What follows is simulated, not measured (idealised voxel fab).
Process module, titled voxel trench capacitor
In the cross-section labelled cut, the width is 155 nm and each square cell is 5 nm.
Reading order for cross-sections: top band down to bottom band. Underlying form: a grid of square cells. Band size: one or more rows of cells.
In this notation a band is specified by the heights of its top and bottom, in that order and in nm, after which its materials appear from left to right, each paired with its width in nm. The word "edge to edge" attached to a single material means that material fills the band from edge to edge; the word "air" stands for empty space.
Ref level 0: as-received wafer is one material below here. Bottom band extends down with no lower bound ("top 0, no bottom").
So if you see something like "30..40" for the width, read it as the top row of the band sitting at the first number and the bottom row at the second, with every row in between moving by the same amount as the last.
"changes: none" after a step means that no cell of the cross-section changed.
Heads up: "Fully sealed voids" only lists the empty pockets with no open path to the top that are 8 cells or more, and it writes them as width x height at distance, distance from the left edge, in nm.
That trailing text on a step's line, after the settings, is the simulator's own remark on the step.
overlay nm: on a step with a mask, how far right of its planned place the mask lay; negative means left.
The planned process steps are enumerated hereunder:
- 1: RECEIVE,material Si
- 2: CONFORMAL_DEP,material SiN,thk nm 10
- 3: DIRECTIONAL_DEP,material aC,thk nm 15
- 4: PATTERN,tone open,mask id TRENCH,material resist,width nm 15,pitch nm 40,thk nm 35,overlay nm 0
- 5: DIRECTIONAL_ETCH,etch materials aC,depth nm 15
- 6: STRIP,etch materials resist
- 7: DIRECTIONAL_ETCH,etch materials SiN,depth nm 10
- 8: DIRECTIONAL_ETCH,etch materials Si,depth nm 30
- 9: STRIP,etch materials aC
- 10: CONFORMAL_DEP,material SiO2,thk nm 5
- 11: FILL_DEP,material polySi,thk nm 10
- 12: CMP,height nm 10
Below: the first of two wafers, run as planned:
As-received wafer cross-section (after step 1):
- top 0, no bottom | Si edge to edge
- Fully sealed voids: none
Step 2 complete: cross-section through the wafer:
- top 10, bottom 0 | SiN edge to edge
- Below 0 it's all the same as before, nothing changed down there.
Step 3 complete: cross-section through the wafer:
- top 25, bottom 10 | aC edge to edge
- Below 10 it's all the same as before, nothing changed down there.
Step 4 complete: cross-section through the wafer:
- top 60, bottom 25 | 30 of resist | 15 of air | 25 of resist | 15 of air | 25 of resist | 15 of air | 30 of resist
- Below 25 it's all the same as before, nothing changed down there.
Step 5 complete: cross-section through the wafer:
- top 45, bottom 25 | 30 of resist | 15 of air | 25 of resist | 15 of air | 25 of resist | 15 of air | 30 of resist
- top 25, bottom 10 | 30 of aC | 15 of air | 25 of aC | 15 of air | 25 of aC | 15 of air | 30 of aC
- Below 10 it's all the same as before, nothing changed down there.
Step 6 complete: cross-section through the wafer:
- top 25, bottom 10 | 30 of aC | 15 of air | 25 of aC | 15 of air | 25 of aC | 15 of air | 30 of aC
- Below 10 it's all the same as before, nothing changed down there.
Step 7 complete: cross-section through the wafer:
- top 25, bottom 10 | 30 of aC | 15 of air | 25 of aC | 15 of air | 25 of aC | 15 of air | 30 of aC
- top 10, bottom 0 | 30 of SiN | 15 of air | 25 of SiN | 15 of air | 25 of SiN | 15 of air | 30 of SiN
- Below 0 it's all the same as before, nothing changed down there.
Step 8 complete: cross-section through the wafer:
- top 25, bottom 10 | 30 of aC | 15 of air | 25 of aC | 15 of air | 25 of aC | 15 of air | 30 of aC
- top 10, bottom 0 | 30 of SiN | 15 of air | 25 of SiN | 15 of air | 25 of SiN | 15 of air | 30 of SiN
- top 0, bottom -30 | 30 of Si | 15 of air | 25 of Si | 15 of air | 25 of Si | 15 of air | 30 of Si
- Below -30 it's all the same as before, nothing changed down there.
Step 9 complete: cross-section through the wafer:
- top 10, bottom 0 | 30 of SiN | 15 of air | 25 of SiN | 15 of air | 25 of SiN | 15 of air | 30 of SiN
- Below 0 it's all the same as before, nothing changed down there.
Step 10 complete: cross-section through the wafer:
- top 15, bottom 10 | 35 of SiO2 | 5 of air | 35 of SiO2 | 5 of air | 35 of SiO2 | 5 of air | 35 of SiO2
- top 10, bottom 0 | 30 of SiN | 5 of SiO2 | 5 of air | 5 of SiO2 | 25 of SiN | 5 of SiO2 | 5 of air | 5 of SiO2 | 25 of SiN | 5 of SiO2 | 5 of air | 5 of SiO2 | 30 of SiN
- top 0, bottom -25 | 30 of Si | 5 of SiO2 | 5 of air | 5 of SiO2 | 25 of Si | 5 of SiO2 | 5 of air | 5 of SiO2 | 25 of Si | 5 of SiO2 | 5 of air | 5 of SiO2 | 30 of Si
- top -25, bottom -30 | 30 of Si | 15 of SiO2 | 25 of Si | 15 of SiO2 | 25 of Si | 15 of SiO2 | 30 of Si
- Below -30 it's all the same as before, nothing changed down there.
Step 11 complete: cross-section through the wafer:
- top 25, bottom 15 | polySi edge to edge
- top 15, bottom 10 | 35 of SiO2 | 5 of polySi | 35 of SiO2 | 5 of polySi | 35 of SiO2 | 5 of polySi | 35 of SiO2
- top 10, bottom 0 | 30 of SiN | 5 of SiO2 | 5 of polySi | 5 of SiO2 | 25 of SiN | 5 of SiO2 | 5 of polySi | 5 of SiO2 | 25 of SiN | 5 of SiO2 | 5 of polySi | 5 of SiO2 | 30 of SiN
- top 0, bottom -25 | 30 of Si | 5 of SiO2 | 5 of polySi | 5 of SiO2 | 25 of Si | 5 of SiO2 | 5 of polySi | 5 of SiO2 | 25 of Si | 5 of SiO2 | 5 of polySi | 5 of SiO2 | 30 of Si
- Below -25 it's all the same as before, nothing changed down there.
Step 12 complete: cross-section through the wafer:
- top 10, bottom 0 | 30 of SiN | 5 of SiO2 | 5 of polySi | 5 of SiO2 | 25 of SiN | 5 of SiO2 | 5 of polySi | 5 of SiO2 | 25 of SiN | 5 of SiO2 | 5 of polySi | 5 of SiO2 | 30 of SiN
- Below 0 it's all the same as before, nothing changed down there.
Second wafer: same start and same plan as the first, one execution error; identical to the first through step 3:
Second wafer cross-section, taken as of the time the plan sets for step 4 to be done:
- top 60, bottom 25 | 30 of resist | 20 of air | 20 of resist | 20 of air | 20 of resist | 20 of air | 25 of resist
- Below 25 it's all the same as before, nothing changed down there.
Second wafer cross-section, taken as of the time the plan sets for step 5 to be done:
- top 45, bottom 25 | 30 of resist | 20 of air | 20 of resist | 20 of air | 20 of resist | 20 of air | 25 of resist
- top 25, bottom 10 | 30 of aC | 20 of air | 20 of aC | 20 of air | 20 of aC | 20 of air | 25 of aC
- Below 10 it's all the same as before, nothing changed down there.
Second wafer cross-section, taken as of the time the plan sets for step 6 to be done:
- top 25, bottom 10 | 30 of aC | 20 of air | 20 of aC | 20 of air | 20 of aC | 20 of air | 25 of aC
- Below 10 it's all the same as before, nothing changed down there.
Second wafer cross-section, taken as of the time the plan sets for step 7 to be done:
- top 25, bottom 10 | 30 of aC | 20 of air | 20 of aC | 20 of air | 20 of aC | 20 of air | 25 of aC
- top 10, bottom 0 | 30 of SiN | 20 of air | 20 of SiN | 20 of air | 20 of SiN | 20 of air | 25 of SiN
- Below 0 it's all the same as before, nothing changed down there.
Second wafer cross-section, taken as of the time the plan sets for step 8 to be done:
- top 25, bottom 10 | 30 of aC | 20 of air | 20 of aC | 20 of air | 20 of aC | 20 of air | 25 of aC
- top 10, bottom 0 | 30 of SiN | 20 of air | 20 of SiN | 20 of air | 20 of SiN | 20 of air | 25 of SiN
- top 0, bottom -30 | 30 of Si | 20 of air | 20 of Si | 20 of air | 20 of Si | 20 of air | 25 of Si
- Below -30 it's all the same as before, nothing changed down there.
Second wafer cross-section, taken as of the time the plan sets for step 9 to be done:
- top 10, bottom 0 | 30 of SiN | 20 of air | 20 of SiN | 20 of air | 20 of SiN | 20 of air | 25 of SiN
- Below 0 it's all the same as before, nothing changed down there.
Second wafer cross-section, taken as of the time the plan sets for step 10 to be done:
- top 15, bottom 10 | 35 of SiO2 | 10 of air | 30 of SiO2 | 10 of air | 30 of SiO2 | 10 of air | 30 of SiO2
- top 10, bottom 0 | 30 of SiN | 5 of SiO2 | 10 of air | 5 of SiO2 | 20 of SiN | 5 of SiO2 | 10 of air | 5 of SiO2 | 20 of SiN | 5 of SiO2 | 10 of air | 5 of SiO2 | 25 of SiN
- top 0, bottom -25 | 30 of Si | 5 of SiO2 | 10 of air | 5 of SiO2 | 20 of Si | 5 of SiO2 | 10 of air | 5 of SiO2 | 20 of Si | 5 of SiO2 | 10 of air | 5 of SiO2 | 25 of Si
- top -25, bottom -30 | 30 of Si | 20 of SiO2 | 20 of Si | 20 of SiO2 | 20 of Si | 20 of SiO2 | 25 of Si
- Below -30 it's all the same as before, nothing changed down there.
Second wafer cross-section, taken as of the time the plan sets for step 11 to be done:
- top 25, bottom 15 | polySi edge to edge
- top 15, bottom 10 | 35 of SiO2 | 10 of polySi | 30 of SiO2 | 10 of polySi | 30 of SiO2 | 10 of polySi | 30 of SiO2
- top 10, bottom 0 | 30 of SiN | 5 of SiO2 | 10 of polySi | 5 of SiO2 | 20 of SiN | 5 of SiO2 | 10 of polySi | 5 of SiO2 | 20 of SiN | 5 of SiO2 | 10 of polySi | 5 of SiO2 | 25 of SiN
- top 0, bottom -25 | 30 of Si | 5 of SiO2 | 10 of polySi | 5 of SiO2 | 20 of Si | 5 of SiO2 | 10 of polySi | 5 of SiO2 | 20 of Si | 5 of SiO2 | 10 of polySi | 5 of SiO2 | 25 of Si
- Below -25 it's all the same as before, nothing changed down there.
Second wafer cross-section, taken as of the time the plan sets for step 12 to be done:
- top 10, bottom 0 | 30 of SiN | 5 of SiO2 | 10 of polySi | 5 of SiO2 | 20 of SiN | 5 of SiO2 | 10 of polySi | 5 of SiO2 | 20 of SiN | 5 of SiO2 | 10 of polySi | 5 of SiO2 | 25 of SiN
- Below 0 it's all the same as before, nothing changed down there.
Plan not followed: planned and actual differ for step 4; actual: PATTERN,tone open,mask id TRENCH,material resist,width nm 20,pitch nm 40,thk nm 35,overlay nm 0
Cell-count delta at end, second wafer over first, by material: -18 Si, -6 SiN, +3 SiO2, +21 polySi
